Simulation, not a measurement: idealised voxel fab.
Herein follows the process module entitled voxel transistor to metal.
In the cross-section labelled cut, the width is 180 nm and each square cell is 5 nm.
Each cross-section below is a grid of square cells, stated as bands in top-down order, with one or more rows of cells making up each band.
Per band: top height and bottom height in nm, followed by the left-to-right materials and their widths in nm; "edge to edge" marks a single material spanning edge to edge, "blank" marks empty space.
Heads up on the height convention: 0 is the point under which the incoming wafer is all one material, and the lowest band has no bottom, it just keeps going down, like "z 0 and below".
The notation "30..40" denotes a width that varies across the rows of cells in the band, beginning at the first number in the top row, finishing at the second number in the bottom row, and changing by an identical amount from each row to the next.
Where a step carries "nothing altered", the cross-section came out of it unchanged, cell for cell.
Entry "Unvented internal voids". Content: empty spaces with no open connection to the top, size 8 cells or greater. Each: width x height at distance. Distance: from left edge. Unit: nm.
after a step's settings: what the simulator itself notes on the step
"overlay nm" on a masked step: distance the mask lay right of its planned place, negative for left.
Steps planned for the process:
1,RECEIVE with material Si
2,OXIDIZE with depth nm 5
3,CONFORMAL_DEP with material SiN, thk nm 10
4,MASKED_ETCH with tone cover, mask id ACTIVE, width nm 125, etch materials SiN, depth nm 10, overlay nm 0
5,MASKED_ETCH with tone cover, mask id ACTIVE, width nm 125, etch materials SiO2, depth nm 5, overlay nm 0
6,MASKED_ETCH with tone cover, mask id ACTIVE, width nm 125, etch materials Si, depth nm 20, overlay nm 0
7,OXIDIZE with depth nm 5
8,FILL_DEP with material SiO2, thk nm 15
9,CMP with height nm 10
10,SELECTIVE_ETCH with etch materials SiO2, depth nm 5
11,STRIP with etch materials SiN
12,SELECTIVE_ETCH with etch materials SiO2, depth nm 5
13,OXIDIZE with depth nm 5
14,DIRECTIONAL_DEP with material polySi, thk nm 25
15,DIRECTIONAL_DEP with material SiCN, thk nm 10
16,MASKED_ETCH with tone cover, mask id GATE, width nm 35, etch materials SiCN, depth nm 20, overlay nm 0
17,MASKED_ETCH with tone cover, mask id GATE, width nm 35, etch materials polySi, depth nm 35, overlay nm 0
18,CONFORMAL_DEP with material SiO2, thk nm 5
19,DIRECTIONAL_ETCH with etch materials SiO2, depth nm 5
20,CONFORMAL_DEP with material SiN, thk nm 5
21,DIRECTIONAL_ETCH with etch materials SiN, depth nm 5
22,DIRECTIONAL_ETCH with etch materials SiO2, depth nm 5
23,DIRECTIONAL_ETCH with etch materials Si, depth nm 10
24,EPI with material SiGe, thk nm 15
25,FILL_DEP with material SiO2, thk nm 10
26,CMP with height nm 20
27,STRIP with etch materials polySi
28,SELECTIVE_ETCH with etch materials SiO2, depth nm 5
29,CONFORMAL_DEP with material HfO2, thk nm 5
30,CONFORMAL_DEP with material TiN, thk nm 5
31,FILL_DEP with material W, thk nm 10
32,CMP with height nm 15
33,DIRECTIONAL_DEP with material SiO2, thk nm 15
34,MASKED_ETCH with tone open, mask id CONTACT, width nm 20, pitch nm 85, etch materials SiO2, depth nm 35, overlay nm 0
35,CONFORMAL_DEP with material TiN, thk nm 5
36,FILL_DEP with material Ru, thk nm 5
37,CMP with height nm 30
38,CONFORMAL_DEP with material SiN, thk nm 5
39,DIRECTIONAL_DEP with material lowk, thk nm 15
40,DIRECTIONAL_DEP with material aC, thk nm 15
41,PATTERN with tone open, mask id METAL_1, material resist, width nm 20, pitch nm 85, thk nm 35, overlay nm 0
42,DIRECTIONAL_ETCH with etch materials aC, depth nm 15
43,STRIP with etch materials resist
44,DIRECTIONAL_ETCH with etch materials lowk, depth nm 15
45,DIRECTIONAL_ETCH with etch materials SiN, depth nm 5
46,STRIP with etch materials aC
47,CONFORMAL_DEP with material TiN, thk nm 5
48,FILL_DEP with material Ru, thk nm 5
49,CMP with height nm 50
50,CONFORMAL_DEP with material SiCN, thk nm 5
Here's what the wafer looked like in cross-section when it arrived - that's after step 1:
* z 0 and below = Si edge to edge
* Unvented internal voids: none
Cross-section, first of two wafers, end of module, run as planned:
* z 55 to 50 = SiCN edge to edge
* z 50 to 35 = lowk 35 nm; TiN 5 nm; Ru 10 nm; TiN 5 nm; lowk 65 nm; TiN 5 nm; Ru 10 nm; TiN 5 nm; lowk 40 nm
* z 35 to 30 = SiN 35 nm; TiN 20 nm; SiN 65 nm; TiN 20 nm; SiN 40 nm
* z 30 to 15 = SiO2 35 nm; TiN 5 nm; Ru 10 nm; TiN 5 nm; SiO2 65 nm; TiN 5 nm; Ru 10 nm; TiN 5 nm; SiO2 40 nm
* z 15 to 10 = SiO2 35 nm; TiN 5 nm; Ru 10 nm; TiN 5 nm; SiO2 5 nm; SiN 5 nm; HfO2 5 nm; TiN 5 nm; W 25 nm; TiN 5 nm; HfO2 5 nm; SiN 5 nm; SiO2 5 nm; TiN 5 nm; Ru 10 nm; TiN 5 nm; SiO2 40 nm
* z 10 to 5 = SiO2 35 nm; TiN 20 nm; SiO2 5 nm; SiN 5 nm; HfO2 5 nm; TiN 5 nm; W 25 nm; TiN 5 nm; HfO2 5 nm; SiN 5 nm; SiO2 5 nm; TiN 20 nm; SiO2 40 nm
* z 5 to 0 = SiO2 35 nm; TiN 10 nm; SiGe 15 nm; SiN 5 nm; HfO2 5 nm; TiN 5 nm; W 25 nm; TiN 5 nm; HfO2 5 nm; SiN 5 nm; SiGe 15 nm; TiN 10 nm; SiO2 40 nm
* z 0 to -5 = SiO2 25 nm; SiN 5 nm; SiO2 5 nm; TiN 10 nm; SiGe 15 nm; SiN 5 nm; HfO2 5 nm; TiN 35 nm; HfO2 5 nm; SiN 5 nm; SiGe 15 nm; TiN 10 nm; SiO2 5 nm; SiN 5 nm; SiO2 30 nm
* z -5 to -10 = SiO2 30 nm; SiGe 30 nm; SiO2 5 nm; HfO2 45 nm; SiO2 5 nm; SiGe 30 nm; SiO2 35 nm
* z -10 to -20 = SiO2 30 nm; SiGe 30 nm; Si 55 nm; SiGe 30 nm; SiO2 35 nm
* z -20 to -30 = SiO2 30 nm; Si 115 nm; SiO2 35 nm
* z -30 and below = Si edge to edge
* Unvented internal voids: none
Second of two wafers, module complete, sectioned: it shares the first wafer's start and plan but was run with one mistake:
* z 55 to 50 = SiCN edge to edge
* z 50 to 35 = lowk 35 nm; TiN 5 nm; Ru 10 nm; TiN 5 nm; lowk 65 nm; TiN 5 nm; Ru 10 nm; TiN 5 nm; lowk 40 nm
* z 35 to 30 = SiN 35 nm; TiN 20 nm; SiN 65 nm; TiN 20 nm; SiN 40 nm
* z 30 to 25 = SiO2 35 nm; TiN 5 nm; Ru 10 nm; TiN 5 nm; SiO2 65 nm; TiN 5 nm; Ru 10 nm; TiN 5 nm; SiO2 40 nm
* z 25 to 15 = SiO2 35 nm; TiN 20..10 nm; SiO2 65..85 nm; TiN 20..10 nm; SiO2 40 nm
* z 15 to 10 = SiO2 35 nm; TiN 10 nm; SiO2 15 nm; SiN 5 nm; HfO2 5 nm; TiN 5 nm; W 25 nm; TiN 5 nm; HfO2 5 nm; SiN 5 nm; SiO2 15 nm; TiN 10 nm; SiO2 40 nm
* z 10 to 5 = SiO2 60 nm; SiN 5 nm; HfO2 5 nm; TiN 5 nm; W 25 nm; TiN 5 nm; HfO2 5 nm; SiN 5 nm; SiO2 65 nm
* z 5 to 0 = SiO2 45 nm; SiGe 15 nm; SiN 5 nm; HfO2 5 nm; TiN 5 nm; W 25 nm; TiN 5 nm; HfO2 5 nm; SiN 5 nm; SiGe 15 nm; SiO2 50 nm
* z 0 to -5 = SiO2 25 nm; SiN 5 nm; SiO2 15 nm; SiGe 15 nm; SiN 5 nm; HfO2 5 nm; TiN 35 nm; HfO2 5 nm; SiN 5 nm; SiGe 15 nm; SiO2 15 nm; SiN 5 nm; SiO2 30 nm
* z -5 to -10 = SiO2 30 nm; SiGe 30 nm; SiO2 5 nm; HfO2 45 nm; SiO2 5 nm; SiGe 30 nm; SiO2 35 nm
* z -10 to -20 = SiO2 30 nm; SiGe 30 nm; Si 55 nm; SiGe 30 nm; SiO2 35 nm
* z -20 to -30 = SiO2 30 nm; Si 115 nm; SiO2 35 nm
* z -30 and below = Si edge to edge
* Unvented internal voids: none
Against the plan, the run slipped here: sequence error: steps 33 and 34 interchanged
End of process, cell counts, second wafer against first, materials with more or fewer: 12 fewer of Ru, 24 more of SiO2, 12 fewer of TiN
